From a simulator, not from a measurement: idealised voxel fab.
Name of the process module below: voxel spacer lines
In the cross-section labelled cut, the width is 215 nm and each square cell is 5 nm.
How to read a cross-section here: the picture is a grid of square cells, written as bands going from the top down, and any band can span one or more rows of cells.
Quick guide to a band line: top height, bottom height (nm) up front; then every material left to right with its width in nm. Only one material and it's marked "throughout"? Then it fills the band edge to edge. And "air" just means empty space.
Measure heights from 0. That's the level where, below it, the as-received wafer is all one material. The lowest band is bottomless and extends downward; write it as in "0..down".
Think of "30->40" as a width that walks from the first number to the second as you go down the band, top row to bottom row, taking equal-sized steps from row to row.
When a step is marked "remained unchanged", none of the cells in the cross-section changed during that step.
The entry "Closed void listing" lists the empty spaces that cover at least 8 cells and have no open path to the top. Each is written as width x height at distance, where the distance is measured from the left edge and all three values are in nm.
Heads up: the bit after the settings on a step's line is the simulator's remark on that step.
If you see "overlay nm" on a step's line and that step has a mask, it's telling you how far right of where it was planned the mask ended up; a negative number means it went left instead.

Steps planned for the process
1: RECEIVE,material Si
2: CONFORMAL_DEP,material Al2O3,thk nm 10
3: DIRECTIONAL_DEP,material SiN,thk nm 15
4: DIRECTIONAL_DEP,material aC,thk nm 30
5: PATTERN,tone cover,mask id MANDREL,material resist,width nm 15,pitch nm 60,thk nm 40,overlay nm 0
6: DIRECTIONAL_ETCH,etch materials aC,depth nm 30
7: STRIP,etch materials resist
8: CONFORMAL_DEP,material SiO2,thk nm 15
9: DIRECTIONAL_ETCH,etch materials SiO2,depth nm 15
10: STRIP,etch materials aC
11: DIRECTIONAL_ETCH,etch materials SiN,depth nm 15
12: STRIP,etch materials SiO2

Here's what the wafer looked like in cross-section when it arrived - that's after step 1
- 0..down: Si throughout
- Closed void listing: none

First of two wafers: cross-section at end of module, run per plan
- 25..10: air 55; SiN 15; air 15; SiN 15; air 15; SiN 15; air 15; SiN 15; air 55
- 10..0: Al2O3 throughout
- 0..down: Si throughout
- Closed void listing: none

This is the second of the two wafers, cross-sectioned at the end of the module; it started exactly like the first and was given the same plan, but it was run with one mistake
- 30..15: air 55; SiN 15; air 15; SiN 15; air 15; SiN 15; air 15; SiN 15; air 55
- 15..10: SiN throughout
- 10..0: Al2O3 throughout
- 0..down: Si throughout
- Closed void listing: none
What was done differently from what was planned? in deviation from the planned setting, step 3 was conducted as DIRECTIONAL_DEP,material SiN,thk nm 20
FYI, end of process, the second wafer has more or fewer cells of some materials than the first: SiN: 43 more
